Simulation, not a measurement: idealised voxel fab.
The following process module bears the name voxel wiring stack.
Section cut is 245 nm wide and gridded with 5 nm square cells.
Format of a cross-section: grid, square cells. Given as bands. Order: top down. Band: one or more rows of cells.
A band entry consists of two parts. The first gives the height of the band's top and the height of its bottom, in nm. The rest lists the band's materials from left to right, each with its width in nm. A single material labelled with the word "edge to edge" fills the band from edge to edge, and the word "air" marks empty space.
Heights are reckoned from 0. Under this level, the received wafer is all of one material. The bottommost band is open-ended downward, for example "z 0 and below".
Quick explanation for "30->40": the width changes in equal steps down the rows of cells, from the first number in the band's top row to the second number in its bottom row.
"no modification" -> step changed no cross-section cell.
This entry, "Cavities, sealed", enumerates those empty regions of no fewer than 8 cells that possess no open connection to the top. Each region is reported in the form width x height at distance, the distance being taken from the left edge, with all three quantities expressed in nm.
Note: text after step settings on the step line = simulator remark on that step.
overlay nm: right-of-plan distance of the mask on a masked step; negative values mean left-of-plan.
**The planned process steps are enumerated hereunder**
| 1 | RECEIVE | material Si |
| 2 | CONFORMAL_DEP | material SiO2 | thk nm 15 |
| 3 | DIRECTIONAL_DEP | material TiN | thk nm 5 |
| 4 | DIRECTIONAL_DEP | material W | thk nm 25 |
| 5 | MASKED_ETCH | tone cover | mask id METAL_1 | width nm 25 | pitch nm 50 | etch materials W | depth nm 25 | overlay nm 0 |
| 6 | MASKED_ETCH | tone cover | mask id METAL_1 | width nm 25 | pitch nm 50 | etch materials TiN | depth nm 5 | overlay nm 0 |
| 7 | CONFORMAL_DEP | material SiN | thk nm 5 |
| 8 | FILL_DEP | material SiO2 | thk nm 5 |
| 9 | CMP | height nm 45 |
| 10 | CONFORMAL_DEP | material SiCN | thk nm 5 |
| 11 | DIRECTIONAL_DEP | material lowk | thk nm 15 |
| 12 | DIRECTIONAL_DEP | material aC | thk nm 15 |
| 13 | PATTERN | tone open | mask id PLUG_1 | material resist | width nm 15 | thk nm 35 | overlay nm 0 |
| 14 | DIRECTIONAL_ETCH | etch materials aC | depth nm 15 |
| 15 | STRIP | etch materials resist |
| 16 | DIRECTIONAL_ETCH | etch materials lowk | depth nm 15 |
| 17 | DIRECTIONAL_ETCH | etch materials SiCN | depth nm 5 |
| 18 | STRIP | etch materials aC |
| 19 | EPI | material Ru | thk nm 10 |
| 20 | EPI | material Ru | thk nm 10 |
| 21 | DIRECTIONAL_DEP | material TiN | thk nm 5 |
| 22 | DIRECTIONAL_DEP | material W | thk nm 20 |
| 23 | PATTERN | tone cover | mask id METAL_2 | material resist | width nm 25 | pitch nm 50 | thk nm 15 | overlay nm 0 |
| 24 | DIRECTIONAL_ETCH | etch materials W | depth nm 20 |
| 25 | DIRECTIONAL_ETCH | etch materials TiN | depth nm 5 |
| 26 | STRIP | etch materials resist |
| 27 | CONFORMAL_DEP | material SiCN | thk nm 5 |
| 28 | FILL_DEP | material SiO2 | thk nm 5 |
| 29 | CMP | height nm 90 |
| 30 | CONFORMAL_DEP | material SiCN | thk nm 5 |
| 31 | DIRECTIONAL_DEP | material lowk | thk nm 30 |
| 32 | MASKED_ETCH | tone open | mask id METAL_3 | width nm 25 | pitch nm 50 | etch materials lowk | depth nm 15 | overlay nm 0 |
| 33 | PATTERN | tone open | mask id METAL_3_HOLES | material resist | width nm 15 | thk nm 15 | overlay nm 0 |
| 34 | DIRECTIONAL_ETCH | etch materials lowk | depth nm 15 |
| 35 | DIRECTIONAL_ETCH | etch materials SiCN | depth nm 5 |
| 36 | STRIP | etch materials resist |
| 37 | CONFORMAL_DEP | material TiN | thk nm 5 |
| 38 | FILL_DEP | material Cu | thk nm 10 |
| 39 | CMP | height nm 125 |
| 40 | CONFORMAL_DEP | material SiCN | thk nm 5 |
**Wafer at receipt (post step 1), cross-section**
* z 0 and below = Si edge to edge
* Cavities, sealed: none
**First wafer of two, sectioned at end of module; run went per plan**
* z 130 to 125 = SiCN edge to edge
* z 125 to 115 = lowk (85) / TiN (5) / Cu (15) / TiN (5) / lowk (25) / TiN (5) / Cu (15) / TiN (5) / lowk (85)
* z 115 to 110 = lowk (85) / TiN (5) / Cu (5) / TiN (15) / lowk (25) / TiN (25) / lowk (85)
* z 110 to 95 = lowk (85) / TiN (5) / Cu (5) / TiN (5) / lowk (145)
* z 95 to 90 = SiCN (85) / TiN (15) / SiCN (145)
* z 90 to 70 = SiO2 (80) / SiCN (5) / W (25) / SiCN (5) / SiO2 (15) / SiCN (5) / W (25) / SiCN (5) / SiO2 (80)
* z 70 to 65 = SiCN (85) / TiN (25) / SiCN (25) / TiN (25) / SiCN (85)
* z 65 to 50 = lowk (85) / Ru (15) / lowk (145)
* z 50 to 45 = SiCN (85) / Ru (15) / SiCN (145)
* z 45 to 20 = SiO2 (80) / SiN (5) / W (25) / SiN (5) / SiO2 (15) / SiN (5) / W (25) / SiN (5) / SiO2 (80)
* z 20 to 15 = SiN (85) / TiN (25) / SiN (25) / TiN (25) / SiN (85)
* z 15 to 0 = SiO2 edge to edge
* z 0 and below = Si edge to edge
* Cavities, sealed: none
**Cross-sectional view of the second of two wafers upon completion of the module. This wafer shared its starting condition and process plan with the first; one error was made during its execution**
* z 130 to 125 = SiCN edge to edge
* z 125 to 95 = lowk edge to edge
* z 95 to 90 = SiCN edge to edge
* z 90 to 70 = SiO2 (80) / SiCN (5) / W (25) / SiCN (5) / SiO2 (15) / SiCN (5) / W (25) / SiCN (5) / SiO2 (80)
* z 70 to 65 = SiCN (85) / TiN (25) / SiCN (25) / TiN (25) / SiCN (85)
* z 65 to 50 = lowk (85) / Ru (15) / lowk (145)
* z 50 to 45 = SiCN (85) / Ru (15) / SiCN (145)
* z 45 to 20 = SiO2 (80) / SiN (5) / W (25) / SiN (5) / SiO2 (15) / SiN (5) / W (25) / SiN (5) / SiO2 (80)
* z 20 to 15 = SiN (85) / TiN (25) / SiN (25) / TiN (25) / SiN (85)
* z 15 to 0 = SiO2 edge to edge
* z 0 and below = Si edge to edge
* Cavities, sealed: none
Deviation from plan: step 31 of the plan was twice carried out
At the finish, the second wafer shows more or fewer cells for some materials than the first does: -16 Cu, +3 SiCN, -26 TiN, +39 lowk
